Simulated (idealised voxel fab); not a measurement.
Process module under the name voxel capacitor over wiring
Square cell edge 5 nm, section width 215 nm, ID cut.
A cross-section in this document is a grid of square cells, and it is written down as bands, the top band listed before the ones below it; a band is made up of one or more rows of cells.
First you get the band's top height and its bottom height, in nm, and then the materials it's made of, left to right, with each width in nm. If you see a single material with "edge to edge", that one covers the band edge to edge. "air" is empty space.
Counting heights begins at 0, where everything beneath is, in the wafer as received, one material. The lowest band has no bottom; it goes on downwards, as "from 0 down" shows.
It should be noted that a width expressed as "30 to 40" varies in equal increments from row to row of cells within the band, taking the value of the first number at the top row and that of the second number at the bottom row.
For the purposes of this document, the phrase "no change" attached to a step denotes that no cell within the cross-section was modified by that step.
So "Entrapped voids" is basically the list of trapped voids: any empty space of 8 cells or more that can't reach the top through an opening. They're written width x height at distance, the distance being from the left edge, and it's all nm.
Past the settings on a step's line: simulator remark, on that step.
Steps that use a mask can have "overlay nm" on their line. It says how far the mask sat to the right of where it was meant to be. Negative means to the left.

THE PROCESS STEPS THAT WERE PLANNED ARE LISTED BELOW
1) RECEIVE: material Si
2) CONFORMAL_DEP: material SiO2, thk nm 10
3) DIRECTIONAL_DEP: material TiN, thk nm 5
4) DIRECTIONAL_DEP: material Ru, thk nm 20
5) DIRECTIONAL_DEP: material aC, thk nm 15
6) PATTERN: tone cover, mask id METAL_1, material resist, width nm 30, pitch nm 95, thk nm 30, overlay nm 0
7) DIRECTIONAL_ETCH: etch materials aC, depth nm 15
8) STRIP: etch materials resist
9) DIRECTIONAL_ETCH: etch materials Ru, depth nm 20
10) DIRECTIONAL_ETCH: etch materials TiN, depth nm 5
11) STRIP: etch materials aC
12) CONFORMAL_DEP: material SiN, thk nm 5
13) FILL_DEP: material lowk, thk nm 10
14) CMP: height nm 35
15) CONFORMAL_DEP: material SiCN, thk nm 5
16) DIRECTIONAL_DEP: material SiO2, thk nm 20
17) MASKED_ETCH: tone open, mask id PLUG_1, width nm 15, etch materials SiO2, depth nm 20, overlay nm 0
18) MASKED_ETCH: tone open, mask id PLUG_1, width nm 15, etch materials SiCN, depth nm 5, overlay nm 0
19) CONFORMAL_DEP: material TiN, thk nm 5
20) FILL_DEP: material Ru, thk nm 5
21) CMP: height nm 60
22) DIRECTIONAL_DEP: material TiN, thk nm 5
23) DIRECTIONAL_DEP: material HfO2, thk nm 5
24) DIRECTIONAL_DEP: material TiN, thk nm 5
25) PATTERN: tone cover, mask id UPPER_PLATE, material resist, width nm 70, thk nm 15, overlay nm 0
26) DIRECTIONAL_ETCH: etch materials TiN, depth nm 5
27) DIRECTIONAL_ETCH: etch materials HfO2, depth nm 5
28) STRIP: etch materials resist
29) PATTERN: tone cover, mask id LOWER_PLATE, material resist, width nm 80, thk nm 20, overlay nm 0
30) DIRECTIONAL_ETCH: etch materials TiN, depth nm 5
31) STRIP: etch materials resist
32) FILL_DEP: material SiO2, thk nm 20
33) CMP: height nm 90
34) PATTERN: tone open, mask id PLUG_2, material resist, width nm 15, thk nm 20, overlay nm 0
35) DIRECTIONAL_ETCH: etch materials SiO2, depth nm 15
36) STRIP: etch materials resist
37) CONFORMAL_DEP: material TiN, thk nm 5
38) FILL_DEP: material Cu, thk nm 10
39) CMP: height nm 90
40) CONFORMAL_DEP: material SiCN, thk nm 5

FIRST OF TWO WAFERS: RUN AS PLANNED

WAFER CROSS-SECTION ON RECEIPT, I.E. AFTER STEP 1
* from 0 down  Si edge to edge
* Entrapped voids: none

SO THIS IS THE WAFER CROSS-SECTION RIGHT AFTER STEP 2
* from 10 to 0  SiO2 edge to edge
* Nothing below the height 0 has changed.

SO THIS IS THE WAFER CROSS-SECTION RIGHT AFTER STEP 3
* from 15 to 10  TiN edge to edge
* Nothing below the height 10 has changed.

SO THIS IS THE WAFER CROSS-SECTION RIGHT AFTER STEP 4
* from 35 to 15  Ru edge to edge
* Nothing below the height 15 has changed.

SO THIS IS THE WAFER CROSS-SECTION RIGHT AFTER STEP 5
* from 50 to 35  aC edge to edge
* Nothing below the height 35 has changed.

SO THIS IS THE WAFER CROSS-SECTION RIGHT AFTER STEP 6
* from 80 to 50  45 of air, then 30 of resist, then 65 of air, then 30 of resist, then 45 of air
* Nothing below the height 50 has changed.

SO THIS IS THE WAFER CROSS-SECTION RIGHT AFTER STEP 7
* from 65 to 50  45 of air, then 30 of resist, then 65 of air, then 30 of resist, then 45 of air
* from 50 to 35  45 of air, then 30 of aC, then 65 of air, then 30 of aC, then 45 of air
* Nothing below the height 35 has changed.

SO THIS IS THE WAFER CROSS-SECTION RIGHT AFTER STEP 8
* from 50 to 35  45 of air, then 30 of aC, then 65 of air, then 30 of aC, then 45 of air
* Nothing below the height 35 has changed.

SO THIS IS THE WAFER CROSS-SECTION RIGHT AFTER STEP 9
* from 50 to 35  45 of air, then 30 of aC, then 65 of air, then 30 of aC, then 45 of air
* from 35 to 15  45 of air, then 30 of Ru, then 65 of air, then 30 of Ru, then 45 of air
* Nothing below the height 15 has changed.

SO THIS IS THE WAFER CROSS-SECTION RIGHT AFTER STEP 10
* from 50 to 35  45 of air, then 30 of aC, then 65 of air, then 30 of aC, then 45 of air
* from 35 to 15  45 of air, then 30 of Ru, then 65 of air, then 30 of Ru, then 45 of air
* from 15 to 10  45 of air, then 30 of TiN, then 65 of air, then 30 of TiN, then 45 of air
* Nothing below the height 10 has changed.

SO THIS IS THE WAFER CROSS-SECTION RIGHT AFTER STEP 11
* from 35 to 15  45 of air, then 30 of Ru, then 65 of air, then 30 of Ru, then 45 of air
* Nothing below the height 15 has changed.

SO THIS IS THE WAFER CROSS-SECTION RIGHT AFTER STEP 12
* from 40 to 35  40 of air, then 40 of SiN, then 55 of air, then 40 of SiN, then 40 of air
* from 35 to 15  40 of air, then 5 of SiN, then 30 of Ru, then 5 of SiN, then 55 of air, then 5 of SiN, then 30 of Ru, then 5 of SiN, then 40 of air
* from 15 to 10  45 of SiN, then 30 of TiN, then 65 of SiN, then 30 of TiN, then 45 of SiN
* Nothing below the height 10 has changed.

SO THIS IS THE WAFER CROSS-SECTION RIGHT AFTER STEP 13
* from 50 to 40  lowk edge to edge
* from 40 to 35  40 of lowk, then 40 of SiN, then 55 of lowk, then 40 of SiN, then 40 of lowk
* from 35 to 15  40 of lowk, then 5 of SiN, then 30 of Ru, then 5 of SiN, then 55 of lowk, then 5 of SiN, then 30 of Ru, then 5 of SiN, then 40 of lowk
* Nothing below the height 15 has changed.

SO THIS IS THE WAFER CROSS-SECTION RIGHT AFTER STEP 14
* from 35 to 15  40 of lowk, then 5 of SiN, then 30 of Ru, then 5 of SiN, then 55 of lowk, then 5 of SiN, then 30 of Ru, then 5 of SiN, then 40 of lowk
* Nothing below the height 15 has changed.

SO THIS IS THE WAFER CROSS-SECTION RIGHT AFTER STEP 15
* from 40 to 35  SiCN edge to edge
* Nothing below the height 35 has changed.

SO THIS IS THE WAFER CROSS-SECTION RIGHT AFTER STEP 16
* from 60 to 40  SiO2 edge to edge
* Nothing below the height 40 has changed.

SO THIS IS THE WAFER CROSS-SECTION RIGHT AFTER STEP 17
* from 60 to 40  60 of SiO2, then 15 of air, then 140 of SiO2
* Nothing below the height 40 has changed.

SO THIS IS THE WAFER CROSS-SECTION RIGHT AFTER STEP 18
* from 60 to 40  60 of SiO2, then 15 of air, then 140 of SiO2
* from 40 to 35  60 of SiCN, then 15 of air, then 140 of SiCN
* Nothing below the height 35 has changed.

SO THIS IS THE WAFER CROSS-SECTION RIGHT AFTER STEP 19
* from 65 to 60  65 of TiN, then 5 of air, then 145 of TiN
* from 60 to 40  60 of SiO2, then 5 of TiN, then 5 of air, then 5 of TiN, then 140 of SiO2
* from 40 to 35  60 of SiCN, then 15 of TiN, then 140 of SiCN
* Nothing below the height 35 has changed.

SO THIS IS THE WAFER CROSS-SECTION RIGHT AFTER STEP 20
* from 70 to 65  Ru edge to edge
* from 65 to 60  65 of TiN, then 5 of Ru, then 145 of TiN
* from 60 to 40  60 of SiO2, then 5 of TiN, then 5 of Ru, then 5 of TiN, then 140 of SiO2
* Nothing below the height 40 has changed.

SO THIS IS THE WAFER CROSS-SECTION RIGHT AFTER STEP 21
* from 60 to 40  60 of SiO2, then 5 of TiN, then 5 of Ru, then 5 of TiN, then 140 of SiO2
* Nothing below the height 40 has changed.

SO THIS IS THE WAFER CROSS-SECTION RIGHT AFTER STEP 22
* from 65 to 60  TiN edge to edge
* Nothing below the height 60 has changed.

SO THIS IS THE WAFER CROSS-SECTION RIGHT AFTER STEP 23
* from 70 to 65  HfO2 edge to edge
* Nothing below the height 65 has changed.

SO THIS IS THE WAFER CROSS-SECTION RIGHT AFTER STEP 24
* from 75 to 70  TiN edge to edge
* Nothing below the height 70 has changed.

SO THIS IS THE WAFER CROSS-SECTION RIGHT AFTER STEP 25
* from 90 to 75  60 of air, then 70 of resist, then 85 of air
* Nothing below the height 75 has changed.

SO THIS IS THE WAFER CROSS-SECTION RIGHT AFTER STEP 26
* from 90 to 75  60 of air, then 70 of resist, then 85 of air
* from 75 to 70  60 of air, then 70 of TiN, then 85 of air
* Nothing below the height 70 has changed.

SO THIS IS THE WAFER CROSS-SECTION RIGHT AFTER STEP 27
* from 90 to 75  60 of air, then 70 of resist, then 85 of air
* from 75 to 70  60 of air, then 70 of TiN, then 85 of air
* from 70 to 65  60 of air, then 70 of HfO2, then 85 of air
* Nothing below the height 65 has changed.

SO THIS IS THE WAFER CROSS-SECTION RIGHT AFTER STEP 28
* from 75 to 70  60 of air, then 70 of TiN, then 85 of air
* Nothing below the height 70 has changed.

SO THIS IS THE WAFER CROSS-SECTION RIGHT AFTER STEP 29
* from 95 to 75  55 of air, then 80 of resist, then 80 of air
* from 75 to 70  55 of air, then 5 of resist, then 70 of TiN, then 5 of resist, then 80 of air
* from 70 to 65  55 of air, then 5 of resist, then 70 of HfO2, then 5 of resist, then 80 of air
* Nothing below the height 65 has changed.

SO THIS IS THE WAFER CROSS-SECTION RIGHT AFTER STEP 30
* from 95 to 75  55 of air, then 80 of resist, then 80 of air
* from 75 to 70  55 of air, then 5 of resist, then 70 of TiN, then 5 of resist, then 80 of air
* from 70 to 65  55 of air, then 5 of resist, then 70 of HfO2, then 5 of resist, then 80 of air
* from 65 to 60  55 of air, then 80 of TiN, then 80 of air
* Nothing below the height 60 has changed.

SO THIS IS THE WAFER CROSS-SECTION RIGHT AFTER STEP 31
* from 75 to 70  60 of air, then 70 of TiN, then 85 of air
* from 70 to 65  60 of air, then 70 of HfO2, then 85 of air
* Nothing below the height 65 has changed.

SO THIS IS THE WAFER CROSS-SECTION RIGHT AFTER STEP 32
* from 95 to 75  SiO2 edge to edge
* from 75 to 70  60 of SiO2, then 70 of TiN, then 85 of SiO2
* from 70 to 65  60 of SiO2, then 70 of HfO2, then 85 of SiO2
* from 65 to 60  55 of SiO2, then 80 of TiN, then 80 of SiO2
* Nothing below the height 60 has changed.

SO THIS IS THE WAFER CROSS-SECTION RIGHT AFTER STEP 33
* from 90 to 75  SiO2 edge to edge
* Nothing below the height 75 has changed.

SO THIS IS THE WAFER CROSS-SECTION RIGHT AFTER STEP 34
* from 110 to 90  70 of resist, then 15 of air, then 130 of resist
* Nothing below the height 90 has changed.

SO THIS IS THE WAFER CROSS-SECTION RIGHT AFTER STEP 35
* from 110 to 90  70 of resist, then 15 of air, then 130 of resist
* from 90 to 75  70 of SiO2, then 15 of air, then 130 of SiO2
* Nothing below the height 75 has changed.

SO THIS IS THE WAFER CROSS-SECTION RIGHT AFTER STEP 36
* from 90 to 75  70 of SiO2, then 15 of air, then 130 of SiO2
* Nothing below the height 75 has changed.

SO THIS IS THE WAFER CROSS-SECTION RIGHT AFTER STEP 37
* from 95 to 90  75 of TiN, then 5 of air, then 135 of TiN
* from 90 to 80  70 of SiO2, then 5 of TiN, then 5 of air, then 5 of TiN, then 130 of SiO2
* from 80 to 70  70 to 60 of SiO2, then 15 to 70 of TiN, then 130 to 85 of SiO2
* Nothing below the height 70 has changed.

SO THIS IS THE WAFER CROSS-SECTION RIGHT AFTER STEP 38
* from 105 to 95  Cu edge to edge
* from 95 to 90  75 of TiN, then 5 of Cu, then 135 of TiN
* from 90 to 80  70 of SiO2, then 5 of TiN, then 5 of Cu, then 5 of TiN, then 130 of SiO2
* Nothing below the height 80 has changed.

SO THIS IS THE WAFER CROSS-SECTION RIGHT AFTER STEP 39
* from 90 to 80  70 of SiO2, then 5 of TiN, then 5 of Cu, then 5 of TiN, then 130 of SiO2
* Nothing below the height 80 has changed.

SO THIS IS THE WAFER CROSS-SECTION RIGHT AFTER STEP 40
* from 95 to 90  SiCN edge to edge
* Nothing below the height 90 has changed.

THE SECOND WAFER WAS PREPARED FROM THE SAME STARTING POINT AND UNDER THE SAME PLAN AS THE FIRST; ITS PROCESSING CONTAINED ONE MISTAKE, AND IT REMAINS INDISTINGUISHABLE FROM THE FIRST WAFER UP TO AND INCLUDING STEP 2

CROSS-SECTION OF THE SECOND WAFER WHEN, ACCORDING TO PLAN, STEP 3 SHOULD HAVE FINISHED
* from 25 to 10  TiN edge to edge
* Nothing below the height 10 has changed.

CROSS-SECTION OF THE SECOND WAFER WHEN, ACCORDING TO PLAN, STEP 4 SHOULD HAVE FINISHED
* from 45 to 25  Ru edge to edge
* Nothing below the height 25 has changed.

CROSS-SECTION OF THE SECOND WAFER WHEN, ACCORDING TO PLAN, STEP 5 SHOULD HAVE FINISHED
* from 60 to 45  aC edge to edge
* Nothing below the height 45 has changed.

CROSS-SECTION OF THE SECOND WAFER WHEN, ACCORDING TO PLAN, STEP 6 SHOULD HAVE FINISHED
* from 90 to 60  45 of air, then 30 of resist, then 65 of air, then 30 of resist, then 45 of air
* Nothing below the height 60 has changed.

CROSS-SECTION OF THE SECOND WAFER WHEN, ACCORDING TO PLAN, STEP 7 SHOULD HAVE FINISHED
* from 75 to 60  45 of air, then 30 of resist, then 65 of air, then 30 of resist, then 45 of air
* from 60 to 45  45 of air, then 30 of aC, then 65 of air, then 30 of aC, then 45 of air
* Nothing below the height 45 has changed.

CROSS-SECTION OF THE SECOND WAFER WHEN, ACCORDING TO PLAN, STEP 8 SHOULD HAVE FINISHED
* from 60 to 45  45 of air, then 30 of aC, then 65 of air, then 30 of aC, then 45 of air
* Nothing below the height 45 has changed.

CROSS-SECTION OF THE SECOND WAFER WHEN, ACCORDING TO PLAN, STEP 9 SHOULD HAVE FINISHED
* from 60 to 45  45 of air, then 30 of aC, then 65 of air, then 30 of aC, then 45 of air
* from 45 to 25  45 of air, then 30 of Ru, then 65 of air, then 30 of Ru, then 45 of air
* Nothing below the height 25 has changed.

CROSS-SECTION OF THE SECOND WAFER WHEN, ACCORDING TO PLAN, STEP 10 SHOULD HAVE FINISHED
* from 60 to 45  45 of air, then 30 of aC, then 65 of air, then 30 of aC, then 45 of air
* from 45 to 25  45 of air, then 30 of Ru, then 65 of air, then 30 of Ru, then 45 of air
* from 25 to 20  45 of air, then 30 of TiN, then 65 of air, then 30 of TiN, then 45 of air
* Nothing below the height 20 has changed.

CROSS-SECTION OF THE SECOND WAFER WHEN, ACCORDING TO PLAN, STEP 11 SHOULD HAVE FINISHED
* from 45 to 25  45 of air, then 30 of Ru, then 65 of air, then 30 of Ru, then 45 of air
* Nothing below the height 25 has changed.

CROSS-SECTION OF THE SECOND WAFER WHEN, ACCORDING TO PLAN, STEP 12 SHOULD HAVE FINISHED
* from 50 to 45  40 of air, then 40 of SiN, then 55 of air, then 40 of SiN, then 40 of air
* from 45 to 25  40 of air, then 5 of SiN, then 30 of Ru, then 5 of SiN, then 55 of air, then 5 of SiN, then 30 of Ru, then 5 of SiN, then 40 of air
* from 25 to 20  45 of SiN, then 30 of TiN, then 65 of SiN, then 30 of TiN, then 45 of SiN
* Nothing below the height 20 has changed.

CROSS-SECTION OF THE SECOND WAFER WHEN, ACCORDING TO PLAN, STEP 13 SHOULD HAVE FINISHED
* from 60 to 50  lowk edge to edge
* from 50 to 45  40 of lowk, then 40 of SiN, then 55 of lowk, then 40 of SiN, then 40 of lowk
* from 45 to 25  40 of lowk, then 5 of SiN, then 30 of Ru, then 5 of SiN, then 55 of lowk, then 5 of SiN, then 30 of Ru, then 5 of SiN, then 40 of lowk
* Nothing below the height 25 has changed.

CROSS-SECTION OF THE SECOND WAFER WHEN, ACCORDING TO PLAN, STEP 14 SHOULD HAVE FINISHED
* from 35 to 25  40 of lowk, then 5 of SiN, then 30 of Ru, then 5 of SiN, then 55 of lowk, then 5 of SiN, then 30 of Ru, then 5 of SiN, then 40 of lowk
* Nothing below the height 25 has changed.

CROSS-SECTION OF THE SECOND WAFER WHEN, ACCORDING TO PLAN, STEP 15 SHOULD HAVE FINISHED
* from 40 to 35  SiCN edge to edge
* Nothing below the height 35 has changed.

CROSS-SECTION OF THE SECOND WAFER WHEN, ACCORDING TO PLAN, STEP 16 SHOULD HAVE FINISHED
* from 60 to 40  SiO2 edge to edge
* Nothing below the height 40 has changed.

CROSS-SECTION OF THE SECOND WAFER WHEN, ACCORDING TO PLAN, STEP 17 SHOULD HAVE FINISHED
* from 60 to 40  60 of SiO2, then 15 of air, then 140 of SiO2
* Nothing below the height 40 has changed.

CROSS-SECTION OF THE SECOND WAFER WHEN, ACCORDING TO PLAN, STEP 18 SHOULD HAVE FINISHED
* from 60 to 40  60 of SiO2, then 15 of air, then 140 of SiO2
* from 40 to 35  60 of SiCN, then 15 of air, then 140 of SiCN
* Nothing below the height 35 has changed.

CROSS-SECTION OF THE SECOND WAFER WHEN, ACCORDING TO PLAN, STEP 19 SHOULD HAVE FINISHED
* from 65 to 60  65 of TiN, then 5 of air, then 145 of TiN
* from 60 to 40  60 of SiO2, then 5 of TiN, then 5 of air, then 5 of TiN, then 140 of SiO2
* from 40 to 35  60 of SiCN, then 15 of TiN, then 140 of SiCN
* Nothing below the height 35 has changed.

CROSS-SECTION OF THE SECOND WAFER WHEN, ACCORDING TO PLAN, STEP 20 SHOULD HAVE FINISHED
* from 70 to 65  Ru edge to edge
* from 65 to 60  65 of TiN, then 5 of Ru, then 145 of TiN
* from 60 to 40  60 of SiO2, then 5 of TiN, then 5 of Ru, then 5 of TiN, then 140 of SiO2
* Nothing below the height 40 has changed.

CROSS-SECTION OF THE SECOND WAFER WHEN, ACCORDING TO PLAN, STEP 21 SHOULD HAVE FINISHED
* from 60 to 40  60 of SiO2, then 5 of TiN, then 5 of Ru, then 5 of TiN, then 140 of SiO2
* Nothing below the height 40 has changed.

CROSS-SECTION OF THE SECOND WAFER WHEN, ACCORDING TO PLAN, STEP 22 SHOULD HAVE FINISHED
* from 65 to 60  TiN edge to edge
* Nothing below the height 60 has changed.

CROSS-SECTION OF THE SECOND WAFER WHEN, ACCORDING TO PLAN, STEP 23 SHOULD HAVE FINISHED
* from 70 to 65  HfO2 edge to edge
* Nothing below the height 65 has changed.

CROSS-SECTION OF THE SECOND WAFER WHEN, ACCORDING TO PLAN, STEP 24 SHOULD HAVE FINISHED
* from 75 to 70  TiN edge to edge
* Nothing below the height 70 has changed.

CROSS-SECTION OF THE SECOND WAFER WHEN, ACCORDING TO PLAN, STEP 25 SHOULD HAVE FINISHED
* from 90 to 75  60 of air, then 70 of resist, then 85 of air
* Nothing below the height 75 has changed.

CROSS-SECTION OF THE SECOND WAFER WHEN, ACCORDING TO PLAN, STEP 26 SHOULD HAVE FINISHED
* from 90 to 75  60 of air, then 70 of resist, then 85 of air
* from 75 to 70  60 of air, then 70 of TiN, then 85 of air
* Nothing below the height 70 has changed.

CROSS-SECTION OF THE SECOND WAFER WHEN, ACCORDING TO PLAN, STEP 27 SHOULD HAVE FINISHED
* from 90 to 75  60 of air, then 70 of resist, then 85 of air
* from 75 to 70  60 of air, then 70 of TiN, then 85 of air
* from 70 to 65  60 of air, then 70 of HfO2, then 85 of air
* Nothing below the height 65 has changed.

CROSS-SECTION OF THE SECOND WAFER WHEN, ACCORDING TO PLAN, STEP 28 SHOULD HAVE FINISHED
* from 75 to 70  60 of air, then 70 of TiN, then 85 of air
* Nothing below the height 70 has changed.

CROSS-SECTION OF THE SECOND WAFER WHEN, ACCORDING TO PLAN, STEP 29 SHOULD HAVE FINISHED
* from 95 to 75  55 of air, then 80 of resist, then 80 of air
* from 75 to 70  55 of air, then 5 of resist, then 70 of TiN, then 5 of resist, then 80 of air
* from 70 to 65  55 of air, then 5 of resist, then 70 of HfO2, then 5 of resist, then 80 of air
* Nothing below the height 65 has changed.

CROSS-SECTION OF THE SECOND WAFER WHEN, ACCORDING TO PLAN, STEP 30 SHOULD HAVE FINISHED
* from 95 to 75  55 of air, then 80 of resist, then 80 of air
* from 75 to 70  55 of air, then 5 of resist, then 70 of TiN, then 5 of resist, then 80 of air
* from 70 to 65  55 of air, then 5 of resist, then 70 of HfO2, then 5 of resist, then 80 of air
* from 65 to 60  55 of air, then 80 of TiN, then 80 of air
* Nothing below the height 60 has changed.

CROSS-SECTION OF THE SECOND WAFER WHEN, ACCORDING TO PLAN, STEP 31 SHOULD HAVE FINISHED
* from 75 to 70  60 of air, then 70 of TiN, then 85 of air
* from 70 to 65  60 of air, then 70 of HfO2, then 85 of air
* Nothing below the height 65 has changed.

CROSS-SECTION OF THE SECOND WAFER WHEN, ACCORDING TO PLAN, STEP 32 SHOULD HAVE FINISHED
* from 95 to 75  SiO2 edge to edge
* from 75 to 70  60 of SiO2, then 70 of TiN, then 85 of SiO2
* from 70 to 65  60 of SiO2, then 70 of HfO2, then 85 of SiO2
* from 65 to 60  55 of SiO2, then 80 of TiN, then 80 of SiO2
* Nothing below the height 60 has changed.

CROSS-SECTION OF THE SECOND WAFER WHEN, ACCORDING TO PLAN, STEP 33 SHOULD HAVE FINISHED
* from 90 to 75  SiO2 edge to edge
* Nothing below the height 75 has changed.

CROSS-SECTION OF THE SECOND WAFER WHEN, ACCORDING TO PLAN, STEP 34 SHOULD HAVE FINISHED
* from 110 to 90  70 of resist, then 15 of air, then 130 of resist
* Nothing below the height 90 has changed.

CROSS-SECTION OF THE SECOND WAFER WHEN, ACCORDING TO PLAN, STEP 35 SHOULD HAVE FINISHED
* from 110 to 90  70 of resist, then 15 of air, then 130 of resist
* from 90 to 75  70 of SiO2, then 15 of air, then 130 of SiO2
* Nothing below the height 75 has changed.

CROSS-SECTION OF THE SECOND WAFER WHEN, ACCORDING TO PLAN, STEP 36 SHOULD HAVE FINISHED
* from 90 to 75  70 of SiO2, then 15 of air, then 130 of SiO2
* Nothing below the height 75 has changed.

CROSS-SECTION OF THE SECOND WAFER WHEN, ACCORDING TO PLAN, STEP 37 SHOULD HAVE FINISHED
* from 95 to 90  75 of TiN, then 5 of air, then 135 of TiN
* from 90 to 80  70 of SiO2, then 5 of TiN, then 5 of air, then 5 of TiN, then 130 of SiO2
* from 80 to 70  70 to 60 of SiO2, then 15 to 70 of TiN, then 130 to 85 of SiO2
* Nothing below the height 70 has changed.

CROSS-SECTION OF THE SECOND WAFER WHEN, ACCORDING TO PLAN, STEP 38 SHOULD HAVE FINISHED
* from 105 to 95  Cu edge to edge
* from 95 to 90  75 of TiN, then 5 of Cu, then 135 of TiN
* from 90 to 80  70 of SiO2, then 5 of TiN, then 5 of Cu, then 5 of TiN, then 130 of SiO2
* Nothing below the height 80 has changed.

CROSS-SECTION OF THE SECOND WAFER WHEN, ACCORDING TO PLAN, STEP 39 SHOULD HAVE FINISHED
* from 90 to 80  70 of SiO2, then 5 of TiN, then 5 of Cu, then 5 of TiN, then 130 of SiO2
* Nothing below the height 80 has changed.

CROSS-SECTION OF THE SECOND WAFER WHEN, ACCORDING TO PLAN, STEP 40 SHOULD HAVE FINISHED
* from 95 to 90  SiCN edge to edge
* Nothing below the height 90 has changed.
Diagnosis: step 3 ran as: DIRECTIONAL_DEP: material TiN, thk nm 15
The closing comparison, in cells, has the second wafer with more or fewer of some materials than the first: Ru: 24 fewer; SiN: 8 fewer; TiN: 86 more; lowk: 54 fewer
